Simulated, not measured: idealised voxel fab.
process module | voxel transistor to metal
cross-section cut | 205 nm wide | cells 5 nm
A cross-section is a grid of square cells, given in bands from the top down. A band is one or more rows of cells.
Each band's line starts with the height of the band's top and of its bottom, in nm. Then come its materials from left to right, each with its width in nm. One material with "throughout" fills the band from edge to edge. "air" is empty space.
Height 0 is the level under which the wafer as received is all one material. The lowest band goes on downwards, as in "0 down".
A width such as "30 to 40" changes by the same amount from each row of cells to the next, from the band's top row to its bottom row.
"no change" after a step means that no cell of the cross-section changed.
closed voids: empty space of 8 cells or more with no open way to the top, each as width x height at its distance from the left edge, in nm
after a step's settings: what the simulator itself notes on the step
overlay nm, on a step with a mask: how far to the right of its planned place the mask lay; to the left if negative
plan
1 op RECEIVE | material Si
2 op CONFORMAL_DEP | material SiO2 | thk nm 5
3 op CONFORMAL_DEP | material SiN | thk nm 15
4 op PATTERN | tone cover | mask id ACTIVE | material resist | width nm 105 | thk nm 20 | overlay nm 0
5 op DIRECTIONAL_ETCH | etch materials SiN | depth nm 15
6 op DIRECTIONAL_ETCH | etch materials SiO2 | depth nm 5
7 op DIRECTIONAL_ETCH | etch materials Si | depth nm 20
8 op STRIP | etch materials resist
9 op FILL_DEP | material SiO2 | thk nm 15
10 op CMP | height nm 20
11 op SELECTIVE_ETCH | etch materials SiO2 | depth nm 10
12 op STRIP | etch materials SiN
13 op SELECTIVE_ETCH | etch materials SiO2 | depth nm 5
14 op OXIDIZE | depth nm 5
15 op DIRECTIONAL_DEP | material polySi | thk nm 20
16 op DIRECTIONAL_DEP | material SiCN | thk nm 15
17 op PATTERN | tone cover | mask id GATE | material resist | width nm 25 | thk nm 20 | overlay nm 0
18 op DIRECTIONAL_ETCH | etch materials SiCN | depth nm 25
19 op DIRECTIONAL_ETCH | etch materials polySi | depth nm 30
20 op STRIP | etch materials resist
21 op CONFORMAL_DEP | material SiN | thk nm 10
22 op DIRECTIONAL_ETCH | etch materials SiN | depth nm 10
23 op DIRECTIONAL_ETCH | etch materials SiO2 | depth nm 5
24 op DIRECTIONAL_ETCH | etch materials Si | depth nm 15
25 op EPI | material SiGe | thk nm 15
26 op FILL_DEP | material SiO2 | thk nm 5
27 op CMP | height nm 35
28 op DIRECTIONAL_DEP | material SiO2 | thk nm 15
29 op MASKED_ETCH | tone open | mask id CONTACT | width nm 15 | pitch nm 80 | etch materials SiO2 | depth nm 40 | overlay nm 0
30 op CONFORMAL_DEP | material TiN | thk nm 5
31 op FILL_DEP | material Ru | thk nm 5
32 op CMP | height nm 50
33 op CONFORMAL_DEP | material SiN | thk nm 5
34 op DIRECTIONAL_DEP | material lowk | thk nm 15
35 op DIRECTIONAL_DEP | material aC | thk nm 10
36 op PATTERN | tone open | mask id METAL_1 | material resist | width nm 15 | pitch nm 80 | thk nm 30 | overlay nm 0
37 op DIRECTIONAL_ETCH | etch materials aC | depth nm 10
38 op STRIP | etch materials resist
39 op DIRECTIONAL_ETCH | etch materials lowk | depth nm 15
40 op DIRECTIONAL_ETCH | etch materials SiN | depth nm 5
41 op STRIP | etch materials aC
42 op CONFORMAL_DEP | material TiN | thk nm 5
43 op FILL_DEP | material Cu | thk nm 10
44 op CMP | height nm 70
45 op CONFORMAL_DEP | material SiCN | thk nm 5
46 op DIRECTIONAL_DEP | material lowk | thk nm 30
47 op DIRECTIONAL_DEP | material aC | thk nm 15
48 op PATTERN | tone open | mask id METAL_2 | material resist | width nm 15 | pitch nm 80 | thk nm 30 | overlay nm 0
49 op DIRECTIONAL_ETCH | etch materials aC | depth nm 15
50 op STRIP | etch materials resist
51 op DIRECTIONAL_ETCH | etch materials lowk | depth nm 20
52 op STRIP | etch materials aC
53 op MASKED_ETCH | tone open | mask id METAL_2_HOLES | width nm 15 | pitch nm 80 | etch materials lowk | depth nm 10 | overlay nm 0
54 op MASKED_ETCH | tone open | mask id METAL_2_HOLES | width nm 15 | pitch nm 80 | etch materials SiCN | depth nm 5 | overlay nm 0
55 op CONFORMAL_DEP | material TiN | thk nm 5
56 op FILL_DEP | material Cu | thk nm 10
57 op CMP | height nm 105
58 op CONFORMAL_DEP | material SiN | thk nm 5
as received, after step 1
  0 down: Si throughout
  closed voids: none
a wafer at the end: this start, this plan, one mistake
  110 to 105: SiN throughout
  105 to 100: TiN 60 | Cu 5 | TiN 75 | Cu 5 | TiN 60
  100 to 75: lowk 55 | TiN 5 | Cu 5 | TiN 5 | lowk 65 | TiN 5 | Cu 5 | TiN 5 | lowk 55
  75 to 70: SiCN 55 | TiN 15 | SiCN 65 | TiN 15 | SiCN 55
  70 to 55: lowk 55 | TiN 5 | Cu 5 | TiN 5 | lowk 65 | TiN 5 | Cu 5 | TiN 5 | lowk 55
  55 to 50: SiN 55 | TiN 15 | SiN 65 | TiN 15 | SiN 55
  50 to 35: SiO2 55 | TiN 5 | Ru 5 | TiN 5 | SiO2 65 | TiN 5 | Ru 5 | TiN 5 | SiO2 55
  35 to 20: SiO2 55 | TiN 5 | Ru 5 | TiN 5 | SiO2 10 | SiN 10 | SiCN 25 | SiN 10 | SiO2 10 | TiN 5 | Ru 5 | TiN 5 | SiO2 55
  20 to 15: SiO2 55 | TiN 5 | Ru 5 | TiN 5 | SiO2 10 | SiN 10 | polySi 25 | SiN 10 | SiO2 10 | TiN 5 | Ru 5 | TiN 5 | SiO2 55
  15 to 10: SiO2 55 | TiN 15 | SiO2 10 | SiN 10 | polySi 25 | SiN 10 | SiO2 10 | TiN 15 | SiO2 55
  10 to 5: SiO2 50 | SiGe 30 | SiN 10 | polySi 25 | SiN 10 | SiGe 30 | SiO2 50
  5 to 0: SiO2 45 | SiN 10 | SiGe 25 | SiN 10 | polySi 25 | SiN 10 | SiGe 25 | SiN 10 | SiO2 45
  0 to -5: SiO2 55 | SiGe 25 | SiO2 45 | SiGe 25 | SiO2 55
  -5 to -20: SiO2 50 | Si 5 | SiGe 25 | Si 45 | SiGe 25 | Si 5 | SiO2 50
  -20 down: Si throughout
  closed voids: none
what went wrong: step 46 ran as: op DIRECTIONAL_DEP | material lowk | thk nm 25
